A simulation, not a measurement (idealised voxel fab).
The process module presented herein is designated voxel self aligned contacts.
Displayed cross-section: cut, width of 225 nm, square cells sized 5 nm.
How to read a cross-section here: the picture is a grid of square cells, written as bands going from the top down, and any band can span one or more rows of cells. The entry gives the band's vertical extent as a top height and a bottom height in nm, then its horizontal make-up as materials from left to right, each with a width in nm. "blank" stands for empty space; a single material marked "edge to edge" fills the band edge to edge. Convention: height 0 is the level below which the wafer, as received, is all one material. The lowest band does not terminate at the bottom but continues downward, represented as "from 0 down". Graded width ("30 to 40"): value in top row of band = first number; value in bottom row = second number; row-to-row change constant. What does "remained the same" mean for a step? It means no cell of the cross-section changed in that step. In "Closed cavity list" the enclosed voids are listed, meaning empty spaces of 8 cells or larger without any opening to the top. The form is width x height at distance, distance from the left edge, units nm. Heads up: the bit after the settings on a step's line is the simulator's remark on that step. Regarding "overlay nm": on a step with a mask, it is the distance the mask lay to the right of its planned place; a negative value places it to the left.

Listed below are the process steps as planned:
1 RECEIVE | material Si
2 CONFORMAL_DEP | material SiO2 | thk nm 5
3 DIRECTIONAL_DEP | material polySi | thk nm 20
4 DIRECTIONAL_DEP | material SiN | thk nm 20
5 PATTERN | tone cover | mask id GATE | material resist | width nm 35 | pitch nm 65 | thk nm 15 | overlay nm 0
6 DIRECTIONAL_ETCH | etch materials SiN | depth nm 20
7 DIRECTIONAL_ETCH | etch materials polySi | depth nm 20
8 STRIP | etch materials resist
9 CONFORMAL_DEP | material SiN | thk nm 5
10 DIRECTIONAL_ETCH | etch materials SiN | depth nm 5
11 FILL_DEP | material SiO2 | thk nm 15
12 CMP | height nm 50
13 PATTERN | tone open | mask id CONTACT | material resist | width nm 40 | thk nm 15 | overlay nm 0
14 DIRECTIONAL_ETCH | etch materials SiO2 | depth nm 50
15 STRIP | etch materials resist
16 CONFORMAL_DEP | material TiN | thk nm 5
17 FILL_DEP | material Ru | thk nm 10
18 CMP | height nm 50
19 CONFORMAL_DEP | material SiCN | thk nm 5

Run as planned: first of two wafers:

Wafer cross-section on receipt, i.e. after step 1:
    from 0 down = Si edge to edge
    Closed cavity list: none

Cross-section of the wafer after step 2:
    from 5 to 0 = SiO2 edge to edge
    All layers under 0 are left as they were.

Cross-section of the wafer after step 3:
    from 25 to 5 = polySi edge to edge
    All layers under 5 are left as they were.

Cross-section of the wafer after step 4:
    from 45 to 25 = SiN edge to edge
    All layers under 25 are left as they were.

Cross-section of the wafer after step 5:
    from 60 to 45 = blank=60, then resist=35, then blank=30, then resist=35, then blank=65
    All layers under 45 are left as they were.

Cross-section of the wafer after step 6:
    from 60 to 45 = blank=60, then resist=35, then blank=30, then resist=35, then blank=65
    from 45 to 25 = blank=60, then SiN=35, then blank=30, then SiN=35, then blank=65
    All layers under 25 are left as they were.

Cross-section of the wafer after step 7:
    from 60 to 45 = blank=60, then resist=35, then blank=30, then resist=35, then blank=65
    from 45 to 25 = blank=60, then SiN=35, then blank=30, then SiN=35, then blank=65
    from 25 to 5 = blank=60, then polySi=35, then blank=30, then polySi=35, then blank=65
    All layers under 5 are left as they were.

Cross-section of the wafer after step 8:
    from 45 to 25 = blank=60, then SiN=35, then blank=30, then SiN=35, then blank=65
    All layers under 25 are left as they were.

Cross-section of the wafer after step 9:
    from 50 to 25 = blank=55, then SiN=45, then blank=20, then SiN=45, then blank=60
    from 25 to 10 = blank=55, then SiN=5, then polySi=35, then SiN=5, then blank=20, then SiN=5, then polySi=35, then SiN=5, then blank=60
    from 10 to 5 = SiN=60, then polySi=35, then SiN=30, then polySi=35, then SiN=65
    All layers under 5 are left as they were.

Cross-section of the wafer after step 10:
    from 45 to 25 = blank=55, then SiN=45, then blank=20, then SiN=45, then blank=60
    from 25 to 5 = blank=55, then SiN=5, then polySi=35, then SiN=5, then blank=20, then SiN=5, then polySi=35, then SiN=5, then blank=60
    All layers under 5 are left as they were.

Cross-section of the wafer after step 11:
    from 60 to 45 = SiO2 edge to edge
    from 45 to 25 = SiO2=55, then SiN=45, then SiO2=20, then SiN=45, then SiO2=60
    from 25 to 5 = SiO2=55, then SiN=5, then polySi=35, then SiN=5, then SiO2=20, then SiN=5, then polySi=35, then SiN=5, then SiO2=60
    All layers under 5 are left as they were.

Cross-section of the wafer after step 12:
    from 50 to 45 = SiO2 edge to edge
    All layers under 45 are left as they were.

Cross-section of the wafer after step 13:
    from 65 to 50 = resist=90, then blank=40, then resist=95
    All layers under 50 are left as they were.

Cross-section of the wafer after step 14:
    from 65 to 50 = resist=90, then blank=40, then resist=95
    from 50 to 45 = SiO2=90, then blank=40, then SiO2=95
    from 45 to 25 = SiO2=55, then SiN=45, then blank=20, then SiN=45, then SiO2=60
    from 25 to 5 = SiO2=55, then SiN=5, then polySi=35, then SiN=5, then blank=20, then SiN=5, then polySi=35, then SiN=5, then SiO2=60
    from 5 to 0 = SiO2=100, then blank=20, then SiO2=105
    All layers under 0 are left as they were.

Cross-section of the wafer after step 15:
    from 50 to 45 = SiO2=90, then blank=40, then SiO2=95
    All layers under 45 are left as they were.

Cross-section of the wafer after step 16:
    from 55 to 50 = TiN=95, then blank=30, then TiN=100
    from 50 to 45 = SiO2=90, then TiN=15, then blank=10, then TiN=15, then SiO2=95
    from 45 to 25 = SiO2=55, then SiN=45, then TiN=5, then blank=10, then TiN=5, then SiN=45, then SiO2=60
    from 25 to 5 = SiO2=55, then SiN=5, then polySi=35, then SiN=5, then TiN=5, then blank=10, then TiN=5, then SiN=5, then polySi=35, then SiN=5, then SiO2=60
    from 5 to 0 = SiO2=100, then TiN=20, then SiO2=105
    All layers under 0 are left as they were.

Cross-section of the wafer after step 17:
    from 65 to 55 = Ru edge to edge
    from 55 to 50 = TiN=95, then Ru=30, then TiN=100
    from 50 to 45 = SiO2=90, then TiN=15, then Ru=10, then TiN=15, then SiO2=95
    from 45 to 25 = SiO2=55, then SiN=45, then TiN=5, then Ru=10, then TiN=5, then SiN=45, then SiO2=60
    from 25 to 5 = SiO2=55, then SiN=5, then polySi=35, then SiN=5, then TiN=5, then Ru=10, then TiN=5, then SiN=5, then polySi=35, then SiN=5, then SiO2=60
    All layers under 5 are left as they were.

Cross-section of the wafer after step 18:
    from 50 to 45 = SiO2=90, then TiN=15, then Ru=10, then TiN=15, then SiO2=95
    All layers under 45 are left as they were.

Cross-section of the wafer after step 19:
    from 55 to 50 = SiCN edge to edge
    All layers under 50 are left as they were.

The second wafer began exactly as the first did and followed the same plan, but one mistake was made while running it; through step 17 inclusive, the two wafers are identical:

Planned end of step 18: second wafer, cross-section: remained the same

Planned end of step 19: second wafer, cross-section:
    from 70 to 65 = SiCN edge to edge
    All layers under 65 are left as they were.
The mistake made against the process plan was this: yeah, step 18 of the plan got skipped, never ran
End of process, cell counts, second wafer against first, materials with more or fewer: Ru: 96 more, TiN: 39 more
